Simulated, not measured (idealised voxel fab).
The following is a process module called voxel ribs on slabs.
The cross-section shown here is cut; it is 180 nm wide and divided into square cells measuring 5 nm on a side.
For the purposes of this document, a cross-section shall be understood as a grid of square cells, specified as bands listed in top-to-bottom order, each band consisting of one or more rows of cells.
Band: top height; bottom height; in nm. Then, left to right: material with width in nm, for each material. "everywhere": a single material spanning edge to edge. "empty": empty space.
It should be noted that heights are counted from 0, beneath which the wafer as supplied is of one material throughout, and that the lowest band possesses no lower boundary but continues downward, as written in "top 0, no bottom".
The notation "30..40" denotes a width that varies across the rows of cells in the band, beginning at the first number in the top row, finishing at the second number in the bottom row, and changing by an identical amount from each row to the next.
"nothing was modified" -> step changed no cross-section cell.
Closed empty spaces (no open way to the top) of 8 cells or more are what "Enclosed void inventory" lists, each as width x height at distance from the left edge, nm for all three.
Whatever follows a step's settings on its line is a remark the simulator itself makes about that step.
overlay nm: how far to the right of its planned place the mask lay on this masked step (negative: to the left).

Intended process steps:
1,op RECEIVE | material Si
2,op DIRECTIONAL_DEP | material SiO2 | thk nm 25
3,op DIRECTIONAL_DEP | material polySi | thk nm 15
4,op DIRECTIONAL_DEP | material aC | thk nm 10
5,op PATTERN | tone cover | mask id RIB | material resist | width nm 20 | thk nm 30 | overlay nm 0
6,op DIRECTIONAL_ETCH | etch materials aC | depth nm 10
7,op STRIP | etch materials resist
8,op DIRECTIONAL_ETCH | etch materials polySi | depth nm 10
9,op STRIP | etch materials aC
10,op PATTERN | tone cover | mask id SLAB | material resist | width nm 70 | thk nm 15 | overlay nm 0
11,op DIRECTIONAL_ETCH | etch materials polySi | depth nm 5
12,op STRIP | etch materials resist
13,op FILL_DEP | material SiO2 | thk nm 25
14,op CMP | height nm 55
15,op DIRECTIONAL_DEP | material TiN | thk nm 10
16,op PATTERN | tone cover | mask id HEATER | material resist | width nm 30 | thk nm 15 | overlay nm 0
17,op DIRECTIONAL_ETCH | etch materials TiN | depth nm 10
18,op STRIP | etch materials resist
19,op CONFORMAL_DEP | material SiN | thk nm 5

The first wafer of two, processed as planned:

Cross-section of the incoming wafer, state after step 1:
* top 0, no bottom  Si everywhere
* Enclosed void inventory: none

Upon completion of step 2, the wafer appears in cross-section as shown:
* top 25, bottom 0  SiO2 everywhere
* Below 0, the layers are the same as they were.

Upon completion of step 3, the wafer appears in cross-section as shown:
* top 40, bottom 25  polySi everywhere
* Below 25, the layers are the same as they were.

Upon completion of step 4, the wafer appears in cross-section as shown:
* top 50, bottom 40  aC everywhere
* Below 40, the layers are the same as they were.

Upon completion of step 5, the wafer appears in cross-section as shown:
* top 80, bottom 50  empty 80 nm, resist 20 nm, empty 80 nm
* Below 50, the layers are the same as they were.

Upon completion of step 6, the wafer appears in cross-section as shown:
* top 70, bottom 50  empty 80 nm, resist 20 nm, empty 80 nm
* top 50, bottom 40  empty 80 nm, aC 20 nm, empty 80 nm
* Below 40, the layers are the same as they were.

Upon completion of step 7, the wafer appears in cross-section as shown:
* top 50, bottom 40  empty 80 nm, aC 20 nm, empty 80 nm
* Below 40, the layers are the same as they were.

Upon completion of step 8, the wafer appears in cross-section as shown:
* top 50, bottom 40  empty 80 nm, aC 20 nm, empty 80 nm
* top 40, bottom 30  empty 80 nm, polySi 20 nm, empty 80 nm
* Below 30, the layers are the same as they were.

Upon completion of step 9, the wafer appears in cross-section as shown:
* top 40, bottom 30  empty 80 nm, polySi 20 nm, empty 80 nm
* Below 30, the layers are the same as they were.

Upon completion of step 10, the wafer appears in cross-section as shown:
* top 55, bottom 40  empty 55 nm, resist 70 nm, empty 55 nm
* top 40, bottom 30  empty 55 nm, resist 25 nm, polySi 20 nm, resist 25 nm, empty 55 nm
* Below 30, the layers are the same as they were.

Upon completion of step 11, the wafer appears in cross-section as shown:
* top 55, bottom 40  empty 55 nm, resist 70 nm, empty 55 nm
* top 40, bottom 30  empty 55 nm, resist 25 nm, polySi 20 nm, resist 25 nm, empty 55 nm
* top 30, bottom 25  empty 55 nm, polySi 70 nm, empty 55 nm
* Below 25, the layers are the same as they were.

Upon completion of step 12, the wafer appears in cross-section as shown:
* top 40, bottom 30  empty 80 nm, polySi 20 nm, empty 80 nm
* Below 30, the layers are the same as they were.

Upon completion of step 13, the wafer appears in cross-section as shown:
* top 65, bottom 40  SiO2 everywhere
* top 40, bottom 30  SiO2 80 nm, polySi 20 nm, SiO2 80 nm
* top 30, bottom 25  SiO2 55 nm, polySi 70 nm, SiO2 55 nm
* Below 25, the layers are the same as they were.

Upon completion of step 14, the wafer appears in cross-section as shown:
* top 55, bottom 40  SiO2 everywhere
* Below 40, the layers are the same as they were.

Upon completion of step 15, the wafer appears in cross-section as shown:
* top 65, bottom 55  TiN everywhere
* Below 55, the layers are the same as they were.

Upon completion of step 16, the wafer appears in cross-section as shown:
* top 80, bottom 65  empty 75 nm, resist 30 nm, empty 75 nm
* Below 65, the layers are the same as they were.

Upon completion of step 17, the wafer appears in cross-section as shown:
* top 80, bottom 65  empty 75 nm, resist 30 nm, empty 75 nm
* top 65, bottom 55  empty 75 nm, TiN 30 nm, empty 75 nm
* Below 55, the layers are the same as they were.

Upon completion of step 18, the wafer appears in cross-section as shown:
* top 65, bottom 55  empty 75 nm, TiN 30 nm, empty 75 nm
* Below 55, the layers are the same as they were.

Upon completion of step 19, the wafer appears in cross-section as shown:
* top 70, bottom 65  empty 70 nm, SiN 40 nm, empty 70 nm
* top 65, bottom 60  empty 70 nm, SiN 5 nm, TiN 30 nm, SiN 5 nm, empty 70 nm
* top 60, bottom 55  SiN 75 nm, TiN 30 nm, SiN 75 nm
* Below 55, the layers are the same as they were.

Wafer two. Identical start, identical plan. One mistake in execution. Identical history through step 15:

Cross-section of the second wafer at the time step 16 of the plan should have ended:
* top 80, bottom 65  resist 75 nm, empty 30 nm, resist 75 nm
* Below 65, the layers are the same as they were.

Cross-section of the second wafer at the time step 17 of the plan should have ended:
* top 80, bottom 65  resist 75 nm, empty 30 nm, resist 75 nm
* top 65, bottom 55  TiN 75 nm, empty 30 nm, TiN 75 nm
* Below 55, the layers are the same as they were.

Cross-section of the second wafer at the time step 18 of the plan should have ended:
* top 65, bottom 55  TiN 75 nm, empty 30 nm, TiN 75 nm
* Below 55, the layers are the same as they were.

Cross-section of the second wafer at the time step 19 of the plan should have ended:
* top 70, bottom 65  SiN 80 nm, empty 20 nm, SiN 80 nm
* top 65, bottom 60  TiN 75 nm, SiN 5 nm, empty 20 nm, SiN 5 nm, TiN 75 nm
* top 60, bottom 55  TiN 75 nm, SiN 30 nm, TiN 75 nm
* Below 55, the layers are the same as they were.
Against the plan, the run slipped here: step 16 off recipe, ran as op PATTERN | tone open | mask id HEATER | material resist | width nm 30 | thk nm 15 | overlay nm 0
Materials where the second wafer ends with more or fewer cells than the first: +48 TiN
